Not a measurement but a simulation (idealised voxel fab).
process module | voxel self aligned contacts
cross-section cut | 175 nm wide | cells 5 nm
A cross-section is a grid of square cells, given in bands from the top down. A band is one or more rows of cells.
Each band's line starts with the height of the band's top and of its bottom, in nm. Then come its materials from left to right, each with its width in nm. One material with "throughout" fills the band from edge to edge. "air" is empty space.
Height 0 is the level under which the wafer as received is all one material. The lowest band goes on downwards, as in "0 down".
A width such as "30 to 40" changes by the same amount from each row of cells to the next, from the band's top row to its bottom row.
"no change" after a step means that no cell of the cross-section changed.
closed voids: empty space of 8 cells or more with no open way to the top, each as width x height at its distance from the left edge, in nm
after a step's settings: what the simulator itself notes on the step
overlay nm, on a step with a mask: how far to the right of its planned place the mask lay; to the left if negative
plan
1 op RECEIVE | material Si
2 op CONFORMAL_DEP | material SiO2 | thk nm 5
3 op DIRECTIONAL_DEP | material polySi | thk nm 25
4 op DIRECTIONAL_DEP | material SiN | thk nm 15
5 op DIRECTIONAL_DEP | material aC | thk nm 10
6 op PATTERN | tone cover | mask id GATE | material resist | width nm 30 | pitch nm 60 | thk nm 30 | overlay nm 0
7 op DIRECTIONAL_ETCH | etch materials aC | depth nm 10
8 op STRIP | etch materials resist
9 op DIRECTIONAL_ETCH | etch materials SiN | depth nm 15
10 op DIRECTIONAL_ETCH | etch materials polySi | depth nm 25
11 op STRIP | etch materials aC
12 op CONFORMAL_DEP | material SiN | thk nm 5
13 op DIRECTIONAL_ETCH | etch materials SiN | depth nm 5
14 op FILL_DEP | material SiO2 | thk nm 15
15 op CMP | height nm 55
16 op DIRECTIONAL_DEP | material aC | thk nm 10
17 op PATTERN | tone open | mask id CONTACT | material resist | width nm 40 | thk nm 30 | overlay nm -15
18 op DIRECTIONAL_ETCH | etch materials aC | depth nm 10
19 op STRIP | etch materials resist
20 op DIRECTIONAL_ETCH | etch materials SiO2 | depth nm 55
21 op STRIP | etch materials aC
22 op CONFORMAL_DEP | material TiN | thk nm 5
23 op FILL_DEP | material Ru | thk nm 5
24 op CMP | height nm 55
25 op CONFORMAL_DEP | material SiCN | thk nm 5
varied across the wafers: overlay nm of step 17. The plan shows the first wafer's value. All wafers start alike
first wafer as received, after step 1
  0 down: Si throughout
  closed voids: none
first wafer at the end, after step 25
  60 to 55: SiCN throughout
  55 to 45: SiO2 50 | TiN 5 to 30 | Ru 30 to 5 | TiN 5 | SiO2 85
  45 to 30: SiO2 35 | SiN 40 | TiN 5 | Ru 5 | TiN 5 | SiO2 5 | SiN 40 | SiO2 40
  30 to 5: SiO2 35 | SiN 5 | polySi 30 | SiN 5 | TiN 5 | Ru 5 | TiN 5 | SiO2 5 | SiN 5 | polySi 30 | SiN 5 | SiO2 40
  5 to 0: SiO2 75 | TiN 15 | SiO2 85
  0 down: Si throughout
  closed voids: none
last wafer at the end
  60 to 55: SiCN throughout
  55 to 45: SiO2 80 | TiN 5 | Ru 30 to 5 | TiN 5 to 30 | SiO2 55
  45 to 30: SiO2 35 | SiN 40 | SiO2 5 | TiN 5 | Ru 5 | TiN 5 | SiN 40 | SiO2 40
  30 to 5: SiO2 35 | SiN 5 | polySi 30 | SiN 5 | SiO2 5 | TiN 5 | Ru 5 | TiN 5 | SiN 5 | polySi 30 | SiN 5 | SiO2 40
  5 to 0: SiO2 80 | TiN 15 | SiO2 80
  0 down: Si throughout
  closed voids: none
each wafer at the end: cells of each material gained (+) or lost (-) since it was received, then its closed voids
overlay nm -15 | +15 Ru | +35 SiCN | +68 SiN | +214 SiO2 | +28 TiN | +60 polySi | closed voids: none
overlay nm -10 | +24 Ru | +35 SiCN | +68 SiN | +205 SiO2 | +28 TiN | +60 polySi | closed voids: none
overlay nm -5 | +24 Ru | +35 SiCN | +68 SiN | +205 SiO2 | +28 TiN | +60 polySi | closed voids: none
overlay nm 0 | +24 Ru | +35 SiCN | +68 SiN | +205 SiO2 | +28 TiN | +60 polySi | closed voids: none
overlay nm 5 | +24 Ru | +35 SiCN | +68 SiN | +205 SiO2 | +28 TiN | +60 polySi | closed voids: none
overlay nm 10 | +24 Ru | +35 SiCN | +68 SiN | +205 SiO2 | +28 TiN | +60 polySi | closed voids: none
overlay nm 15 | +15 Ru | +35 SiCN | +68 SiN | +214 SiO2 | +28 TiN | +60 polySi | closed voids: none
